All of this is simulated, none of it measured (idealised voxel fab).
Proc. module: voxel capacitor over wiring
Cross-section cut spans 235 nm and uses square cells 5 nm in size.
If you're reading a cross-section in this doc, picture square cells in a grid; it comes to you as bands, top ones listed first down to the bottom, and a band can be one or more rows of cells. What a band's entry tells you: where the top is and where the bottom is, as heights in nm, and after that what lies inside, material by material from left to right, each with its width in nm. Empty space is written as the word "blank", and a single material marked with the word "everywhere" occupies the band from edge to edge. It should be noted that heights are counted from 0, beneath which the wafer as supplied is of one material throughout, and that the lowest band possesses no lower boundary but continues downward, as written in "0 and below". The two numbers in a width such as "30->40" mark its ends across the band: the first belongs to the top row of cells, the second to the bottom row, and from each row to the next the width moves by the same amount. Basically "nothing got changed" means that step didn't change any cell in the cross-section. "Trapped voids" contains a list of empty spaces, each no smaller than 8 cells and without an open way to the top, written in the form width x height at distance with the distance from the left edge and all three in nm. On each step's line, the part that comes after the settings is the simulator's own comment on the step. The setting "overlay nm" may be written on the line of a step. When the step uses a mask, the value reports how far to the right of the planned place the mask lay, and a negative value reports that it lay to the left.
-- So here's the lineup of process steps we planned
1: RECEIVE [material Si]
2: CONFORMAL_DEP [material SiO2] [thk nm 15]
3: DIRECTIONAL_DEP [material TiN] [thk nm 5]
4: DIRECTIONAL_DEP [material W] [thk nm 20]
5: DIRECTIONAL_DEP [material aC] [thk nm 15]
6: PATTERN [tone cover] [mask id METAL_1] [material resist] [width nm 25] [pitch nm 85] [thk nm 35] [overlay nm 0]
7: DIRECTIONAL_ETCH [etch materials aC] [depth nm 15]
8: STRIP [etch materials resist]
9: DIRECTIONAL_ETCH [etch materials W] [depth nm 20]
10: DIRECTIONAL_ETCH [etch materials TiN] [depth nm 5]
11: STRIP [etch materials aC]
12: FILL_DEP [material SiO2] [thk nm 10]
13: CMP [height nm 40]
14: CONFORMAL_DEP [material SiCN] [thk nm 5]
15: DIRECTIONAL_DEP [material lowk] [thk nm 15]
16: MASKED_ETCH [tone open] [mask id PLUG_1] [width nm 15] [etch materials lowk] [depth nm 15] [overlay nm 0]
17: MASKED_ETCH [tone open] [mask id PLUG_1] [width nm 15] [etch materials SiCN] [depth nm 5] [overlay nm 0]
18: CONFORMAL_DEP [material TiN] [thk nm 5]
19: FILL_DEP [material Ru] [thk nm 10]
20: CMP [height nm 60]
21: DIRECTIONAL_DEP [material TiN] [thk nm 5]
22: DIRECTIONAL_DEP [material SiN] [thk nm 5]
23: DIRECTIONAL_DEP [material TiN] [thk nm 10]
24: DIRECTIONAL_DEP [material aC] [thk nm 10]
25: PATTERN [tone cover] [mask id UPPER_PLATE] [material resist] [width nm 65] [thk nm 25] [overlay nm 0]
26: DIRECTIONAL_ETCH [etch materials aC] [depth nm 10]
27: STRIP [etch materials resist]
28: DIRECTIONAL_ETCH [etch materials TiN] [depth nm 10]
29: DIRECTIONAL_ETCH [etch materials SiN] [depth nm 5]
30: STRIP [etch materials aC]
31: DIRECTIONAL_DEP [material aC] [thk nm 10]
32: PATTERN [tone cover] [mask id LOWER_PLATE] [material resist] [width nm 75] [thk nm 30] [overlay nm 0]
33: DIRECTIONAL_ETCH [etch materials aC] [depth nm 10]
34: STRIP [etch materials resist]
35: DIRECTIONAL_ETCH [etch materials TiN] [depth nm 5]
36: STRIP [etch materials aC]
37: FILL_DEP [material SiO2] [thk nm 15]
38: CMP [height nm 90]
39: PATTERN [tone open] [mask id PLUG_2] [material resist] [width nm 15] [thk nm 20] [overlay nm 0]
40: DIRECTIONAL_ETCH [etch materials SiO2] [depth nm 10]
41: STRIP [etch materials resist]
42: CONFORMAL_DEP [material TiN] [thk nm 5]
43: FILL_DEP [material Cu] [thk nm 5]
44: CMP [height nm 90]
45: CONFORMAL_DEP [material SiN] [thk nm 5]
-- Incoming wafer, cross-sectional view, post step 1
	0 and below  Si everywhere
	Trapped voids: none
-- Module complete, cross-section. Starting point and plan per above. One mistake made in running the module
	95 down to 90  SiN everywhere
	90 down to 85  SiO2: 80, then TiN: 5, then Cu: 5, then TiN: 5, then SiO2: 140
	85 down to 80  SiO2: 80, then TiN: 15, then SiO2: 140
	80 down to 70  SiO2: 70, then TiN: 65, then SiO2: 100
	70 down to 65  SiO2: 70, then SiN: 65, then SiO2: 100
	65 down to 60  SiO2: 65, then TiN: 75, then SiO2: 95
	60 down to 50  lowk: 70, then TiN: 5, then Ru: 5, then TiN: 5, then lowk: 150
	50 down to 45  lowk: 70, then TiN: 15, then lowk: 150
	45 down to 40  TiN everywhere
	40 down to 20  SiO2: 60, then W: 25, then SiO2: 60, then W: 25, then SiO2: 65
	20 down to 15  SiO2: 60, then TiN: 25, then SiO2: 60, then TiN: 25, then SiO2: 65
	15 down to 0  SiO2 everywhere
	0 and below  Si everywhere
	Trapped voids: none
Short version of what went wrong: rather than as planned, step 14 actually ran as CONFORMAL_DEP [material TiN] [thk nm 5]
